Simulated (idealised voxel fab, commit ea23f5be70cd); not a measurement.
process module | voxel ribs on slabs
cross-section cut | 200 nm wide | cells 5 nm
A cross-section is a grid of square cells, given in bands from the top down. A band is one or more rows of cells.
Each band's line starts with the height of the band's top and of its bottom, in nm. Then come its materials from left to right, each with its width in nm. One material with "throughout" fills the band from edge to edge. "air" is empty space.
Height 0 is the level under which the wafer as received is all one material. The lowest band goes on downwards, as in "0 down".
A width such as "30 to 40" changes by the same amount from each row of cells to the next, from the band's top row to its bottom row.
"no change" after a step means that no cell of the cross-section changed.
closed voids: empty space of 8 cells or more with no open way to the top, each as width x height at its distance from the left edge, in nm
after a step's settings: what the simulator itself notes on the step
overlay nm, on a step with a mask: how far to the right of its planned place the mask lay; to the left if negative
plan
1 op RECEIVE | material Si
2 op DIRECTIONAL_DEP | material SiO2 | thk nm 25
3 op DIRECTIONAL_DEP | material SiN | thk nm 25
4 op MASKED_ETCH | tone cover | mask id RIB | width nm 25 | etch materials SiN | depth nm 20 | overlay nm 0
5 op DIRECTIONAL_DEP | material aC | thk nm 15
6 op PATTERN | tone cover | mask id SLAB | material resist | width nm 55 | thk nm 30 | overlay nm 0
7 op DIRECTIONAL_ETCH | etch materials aC | depth nm 15
8 op STRIP | etch materials resist
9 op DIRECTIONAL_ETCH | etch materials SiN | depth nm 5
10 op STRIP | etch materials aC
11 op FILL_DEP | material SiO2 | thk nm 20
12 op CMP | height nm 60
13 op DIRECTIONAL_DEP | material W | thk nm 5
14 op MASKED_ETCH | tone cover | mask id HEATER | width nm 35 | etch materials W | depth nm 5 | overlay nm 0
15 op CONFORMAL_DEP | material SiN | thk nm 10
first wafer, as planned
as received, after step 1
  0 down: Si throughout
  closed voids: none
after step 2
  25 to 0: SiO2 throughout
  below 0: unchanged
after step 3
  50 to 25: SiN throughout
  below 25: unchanged
after step 4
  50 to 30: air 85 | SiN 25 | air 90
  below 30: unchanged
after step 5
  65 to 50: air 85 | aC 25 | air 90
  50 to 45: air 85 | SiN 25 | air 90
  45 to 30: aC 85 | SiN 25 | aC 90
  below 30: unchanged
after step 6
  95 to 65: air 70 | resist 55 | air 75
  65 to 50: air 70 | resist 15 | aC 25 | resist 15 | air 75
  50 to 45: air 70 | resist 15 | SiN 25 | resist 15 | air 75
  below 45: unchanged
after step 7
  80 to 65: air 70 | resist 55 | air 75
  65 to 50: air 70 | resist 15 | aC 25 | resist 15 | air 75
  50 to 45: air 70 | resist 15 | SiN 25 | resist 15 | air 75
  45 to 30: air 70 | aC 15 | SiN 25 | aC 15 | air 75
  below 30: unchanged
after step 8
  65 to 50: air 85 | aC 25 | air 90
  50 to 45: air 85 | SiN 25 | air 90
  below 45: unchanged
after step 9
  65 to 50: air 85 | aC 25 | air 90
  50 to 45: air 85 | SiN 25 | air 90
  45 to 30: air 70 | aC 15 | SiN 25 | aC 15 | air 75
  30 to 25: air 70 | SiN 55 | air 75
  below 25: unchanged
after step 10
  50 to 30: air 85 | SiN 25 | air 90
  below 30: unchanged
after step 11
  70 to 50: SiO2 throughout
  50 to 30: SiO2 85 | SiN 25 | SiO2 90
  30 to 25: SiO2 70 | SiN 55 | SiO2 75
  below 25: unchanged
after step 12
  60 to 50: SiO2 throughout
  below 50: unchanged
after step 13
  65 to 60: W throughout
  below 60: unchanged
after step 14
  65 to 60: air 80 | W 35 | air 85
  below 60: unchanged
after step 15
  75 to 70: air 70 | SiN 55 | air 75
  70 to 65: SiN throughout
  65 to 60: SiN 80 | W 35 | SiN 85
  below 60: unchanged
second wafer: like start, like plan, one mistake. Through step 3 it matches the first wafer
when step 4 should have ended
  50 to 30: air 85 | SiN 30 | air 85
  below 30: unchanged
when step 5 should have ended
  65 to 50: air 85 | aC 30 | air 85
  50 to 45: air 85 | SiN 30 | air 85
  45 to 30: aC 85 | SiN 30 | aC 85
  below 30: unchanged
when step 6 should have ended
  95 to 65: air 70 | resist 55 | air 75
  65 to 50: air 70 | resist 15 | aC 30 | resist 10 | air 75
  50 to 45: air 70 | resist 15 | SiN 30 | resist 10 | air 75
  below 45: unchanged
when step 7 should have ended
  80 to 65: air 70 | resist 55 | air 75
  65 to 50: air 70 | resist 15 | aC 30 | resist 10 | air 75
  50 to 45: air 70 | resist 15 | SiN 30 | resist 10 | air 75
  45 to 30: air 70 | aC 15 | SiN 30 | aC 10 | air 75
  below 30: unchanged
when step 8 should have ended
  65 to 50: air 85 | aC 30 | air 85
  50 to 45: air 85 | SiN 30 | air 85
  below 45: unchanged
when step 9 should have ended
  65 to 50: air 85 | aC 30 | air 85
  50 to 45: air 85 | SiN 30 | air 85
  45 to 30: air 70 | aC 15 | SiN 30 | aC 10 | air 75
  30 to 25: air 70 | SiN 55 | air 75
  below 25: unchanged
when step 10 should have ended
  50 to 30: air 85 | SiN 30 | air 85
  below 30: unchanged
when step 11 should have ended
  70 to 50: SiO2 throughout
  50 to 30: SiO2 85 | SiN 30 | SiO2 85
  30 to 25: SiO2 70 | SiN 55 | SiO2 75
  below 25: unchanged
when step 12 should have ended
  60 to 50: SiO2 throughout
  below 50: unchanged
when step 13 should have ended
  65 to 60: W throughout
  below 60: unchanged
when step 14 should have ended
  65 to 60: air 80 | W 35 | air 85
  below 60: unchanged
when step 15 should have ended
  75 to 70: air 70 | SiN 55 | air 75
  70 to 65: SiN throughout
  65 to 60: SiN 80 | W 35 | SiN 85
  below 60: unchanged
what went wrong: step 4 ran as: op MASKED_ETCH | tone cover | mask id RIB | width nm 30 | etch materials SiN | depth nm 20 | overlay nm 0
at the end the second wafer has, in cells: 4 more of SiN | 4 fewer of SiO2
